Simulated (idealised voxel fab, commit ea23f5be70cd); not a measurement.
Process module in this document: voxel self aligned contacts
For reference, the cross-section in this document is cut, with width 210 nm and square cells of 5 nm.
A cross-section in this document is a grid of square cells, and it is written down as bands, the top band listed before the ones below it; a band is made up of one or more rows of cells.
Quick guide to a band line: top height, bottom height (nm) up front; then every material left to right with its width in nm. Only one material and it's marked "edge to edge"? Then it fills the band edge to edge. And "empty" just means empty space.
Height is counted from the level 0, under which the received wafer is composed throughout of one material. The lowest of the bands is not closed at the bottom but continues downward, in the notation "z 0 and below".
The expression "30..40" gives the width at the extremes of the band, the first number at its top row of cells and the second at its bottom row, with the width changing by equal amounts from each row to the next in between.
Step marked "no alteration"? Then no cell in the cross-section changed in it.
So "Closed cavities" is basically the list of trapped voids: any empty space of 8 cells or more that can't reach the top through an opening. They're written width x height at distance, the distance being from the left edge, and it's all nm.
Anything after a step's settings on that line? It's the simulator's own note about the step.
You can add "overlay nm" to a step's line. For a step with a mask, it describes how far the mask lay to the right of its planned position, and a negative number describes a lay to the left.

**Planned process steps**
1) RECEIVE (material Si)
2) OXIDIZE (depth nm 5)
3) DIRECTIONAL_DEP (material polySi; thk nm 20)
4) DIRECTIONAL_DEP (material SiN; thk nm 15)
5) MASKED_ETCH (tone cover; mask id GATE; width nm 35; pitch nm 65; etch materials SiN; depth nm 15; overlay nm 0)
6) MASKED_ETCH (tone cover; mask id GATE; width nm 35; pitch nm 65; etch materials polySi; depth nm 20; overlay nm 0)
7) CONFORMAL_DEP (material SiN; thk nm 5)
8) DIRECTIONAL_ETCH (etch materials SiN; depth nm 5)
9) FILL_DEP (material SiO2; thk nm 10)
10) CMP (height nm 40)
11) MASKED_ETCH (tone open; mask id CONTACT; width nm 50; etch materials SiO2; depth nm 45; overlay nm 0)
12) CONFORMAL_DEP (material TiN; thk nm 5)
13) FILL_DEP (material W; thk nm 10)
14) CMP (height nm 40)
15) CONFORMAL_DEP (material SiN; thk nm 5)

**The first of a set of two wafers, run to plan**

**Cross-section of the incoming wafer, state after step 1**
* z 0 and below | Si edge to edge
* Closed cavities: none

**So this is the wafer cross-section right after step 2**
* z 0 to -5 | SiO2 edge to edge
* For the remainder of the cross-section, below -5, there is no change.

**So this is the wafer cross-section right after step 3**
* z 20 to 0 | polySi edge to edge
* For the remainder of the cross-section, below 0, there is no change.

**So this is the wafer cross-section right after step 4**
* z 35 to 20 | SiN edge to edge
* For the remainder of the cross-section, below 20, there is no change.

**So this is the wafer cross-section right after step 5**
* z 35 to 20 | empty 55 nm  SiN 35 nm  empty 30 nm  SiN 35 nm  empty 55 nm
* For the remainder of the cross-section, below 20, there is no change.

**So this is the wafer cross-section right after step 6**
* z 35 to 20 | empty 55 nm  SiN 35 nm  empty 30 nm  SiN 35 nm  empty 55 nm
* z 20 to 0 | empty 55 nm  polySi 35 nm  empty 30 nm  polySi 35 nm  empty 55 nm
* For the remainder of the cross-section, below 0, there is no change.

**So this is the wafer cross-section right after step 7**
* z 40 to 20 | empty 50 nm  SiN 45 nm  empty 20 nm  SiN 45 nm  empty 50 nm
* z 20 to 5 | empty 50 nm  SiN 5 nm  polySi 35 nm  SiN 5 nm  empty 20 nm  SiN 5 nm  polySi 35 nm  SiN 5 nm  empty 50 nm
* z 5 to 0 | SiN 55 nm  polySi 35 nm  SiN 30 nm  polySi 35 nm  SiN 55 nm
* For the remainder of the cross-section, below 0, there is no change.

**So this is the wafer cross-section right after step 8**
* z 35 to 20 | empty 50 nm  SiN 45 nm  empty 20 nm  SiN 45 nm  empty 50 nm
* z 20 to 0 | empty 50 nm  SiN 5 nm  polySi 35 nm  SiN 5 nm  empty 20 nm  SiN 5 nm  polySi 35 nm  SiN 5 nm  empty 50 nm
* For the remainder of the cross-section, below 0, there is no change.

**So this is the wafer cross-section right after step 9**
* z 45 to 35 | SiO2 edge to edge
* z 35 to 20 | SiO2 50 nm  SiN 45 nm  SiO2 20 nm  SiN 45 nm  SiO2 50 nm
* z 20 to 0 | SiO2 50 nm  SiN 5 nm  polySi 35 nm  SiN 5 nm  SiO2 20 nm  SiN 5 nm  polySi 35 nm  SiN 5 nm  SiO2 50 nm
* For the remainder of the cross-section, below 0, there is no change.

**So this is the wafer cross-section right after step 10**
* z 40 to 35 | SiO2 edge to edge
* For the remainder of the cross-section, below 35, there is no change.

**So this is the wafer cross-section right after step 11**
* z 40 to 35 | SiO2 80 nm  empty 50 nm  SiO2 80 nm
* z 35 to 20 | SiO2 50 nm  SiN 45 nm  empty 20 nm  SiN 45 nm  SiO2 50 nm
* z 20 to 0 | SiO2 50 nm  SiN 5 nm  polySi 35 nm  SiN 5 nm  empty 20 nm  SiN 5 nm  polySi 35 nm  SiN 5 nm  SiO2 50 nm
* z 0 to -5 | SiO2 95 nm  empty 20 nm  SiO2 95 nm
* For the remainder of the cross-section, below -5, there is no change.

**So this is the wafer cross-section right after step 12**
* z 45 to 40 | TiN 85 nm  empty 40 nm  TiN 85 nm
* z 40 to 35 | SiO2 80 nm  TiN 20 nm  empty 10 nm  TiN 20 nm  SiO2 80 nm
* z 35 to 20 | SiO2 50 nm  SiN 45 nm  TiN 5 nm  empty 10 nm  TiN 5 nm  SiN 45 nm  SiO2 50 nm
* z 20 to 0 | SiO2 50 nm  SiN 5 nm  polySi 35 nm  SiN 5 nm  TiN 5 nm  empty 10 nm  TiN 5 nm  SiN 5 nm  polySi 35 nm  SiN 5 nm  SiO2 50 nm
* z 0 to -5 | SiO2 95 nm  TiN 20 nm  SiO2 95 nm
* For the remainder of the cross-section, below -5, there is no change.

**So this is the wafer cross-section right after step 13**
* z 55 to 45 | W edge to edge
* z 45 to 40 | TiN 85 nm  W 40 nm  TiN 85 nm
* z 40 to 35 | SiO2 80 nm  TiN 20 nm  W 10 nm  TiN 20 nm  SiO2 80 nm
* z 35 to 20 | SiO2 50 nm  SiN 45 nm  TiN 5 nm  W 10 nm  TiN 5 nm  SiN 45 nm  SiO2 50 nm
* z 20 to 0 | SiO2 50 nm  SiN 5 nm  polySi 35 nm  SiN 5 nm  TiN 5 nm  W 10 nm  TiN 5 nm  SiN 5 nm  polySi 35 nm  SiN 5 nm  SiO2 50 nm
* For the remainder of the cross-section, below 0, there is no change.

**So this is the wafer cross-section right after step 14**
* z 40 to 35 | SiO2 80 nm  TiN 20 nm  W 10 nm  TiN 20 nm  SiO2 80 nm
* For the remainder of the cross-section, below 35, there is no change.

**So this is the wafer cross-section right after step 15**
* z 45 to 40 | SiN edge to edge
* For the remainder of the cross-section, below 40, there is no change.

**The second wafer began exactly as the first did and followed the same plan, but one mistake was made while running it; through step 10 inclusive, the two wafers are identical**

**The second wafer cut through, at the time step 11 was supposed to be finished**
* z 40 to 35 | empty 80 nm  SiO2 50 nm  empty 80 nm
* z 35 to 20 | empty 50 nm  SiN 45 nm  SiO2 20 nm  SiN 45 nm  empty 50 nm
* z 20 to 0 | empty 50 nm  SiN 5 nm  polySi 35 nm  SiN 5 nm  SiO2 20 nm  SiN 5 nm  polySi 35 nm  SiN 5 nm  empty 50 nm
* z 0 to -5 | empty 50 nm  SiO2 110 nm  empty 50 nm
* For the remainder of the cross-section, below -5, there is no change.

**The second wafer cut through, at the time step 12 was supposed to be finished**
* z 45 to 40 | empty 75 nm  TiN 60 nm  empty 75 nm
* z 40 to 35 | empty 45 nm  TiN 35 nm  SiO2 50 nm  TiN 35 nm  empty 45 nm
* z 35 to 20 | empty 45 nm  TiN 5 nm  SiN 45 nm  SiO2 20 nm  SiN 45 nm  TiN 5 nm  empty 45 nm
* z 20 to 0 | empty 45 nm  TiN 5 nm  SiN 5 nm  polySi 35 nm  SiN 5 nm  SiO2 20 nm  SiN 5 nm  polySi 35 nm  SiN 5 nm  TiN 5 nm  empty 45 nm
* z 0 to -5 | TiN 50 nm  SiO2 110 nm  TiN 50 nm
* For the remainder of the cross-section, below -5, there is no change.

**The second wafer cut through, at the time step 13 was supposed to be finished**
* z 55 to 45 | W edge to edge
* z 45 to 40 | W 75 nm  TiN 60 nm  W 75 nm
* z 40 to 35 | W 45 nm  TiN 35 nm  SiO2 50 nm  TiN 35 nm  W 45 nm
* z 35 to 20 | W 45 nm  TiN 5 nm  SiN 45 nm  SiO2 20 nm  SiN 45 nm  TiN 5 nm  W 45 nm
* z 20 to 0 | W 45 nm  TiN 5 nm  SiN 5 nm  polySi 35 nm  SiN 5 nm  SiO2 20 nm  SiN 5 nm  polySi 35 nm  SiN 5 nm  TiN 5 nm  W 45 nm
* For the remainder of the cross-section, below 0, there is no change.

**The second wafer cut through, at the time step 14 was supposed to be finished**
* z 40 to 35 | W 45 nm  TiN 35 nm  SiO2 50 nm  TiN 35 nm  W 45 nm
* For the remainder of the cross-section, below 35, there is no change.

**The second wafer cut through, at the time step 15 was supposed to be finished**
* z 45 to 40 | SiN edge to edge
* For the remainder of the cross-section, below 40, there is no change.
What was the processing mistake? contrary to plan, step 11 was performed as MASKED_ETCH (tone cover; mask id CONTACT; width nm 50; etch materials SiO2; depth nm 45; overlay nm 0)
Final difference in cells, second wafer against first, listed per material as more or fewer: 150 fewer of SiO2; 22 more of TiN; 128 more of W
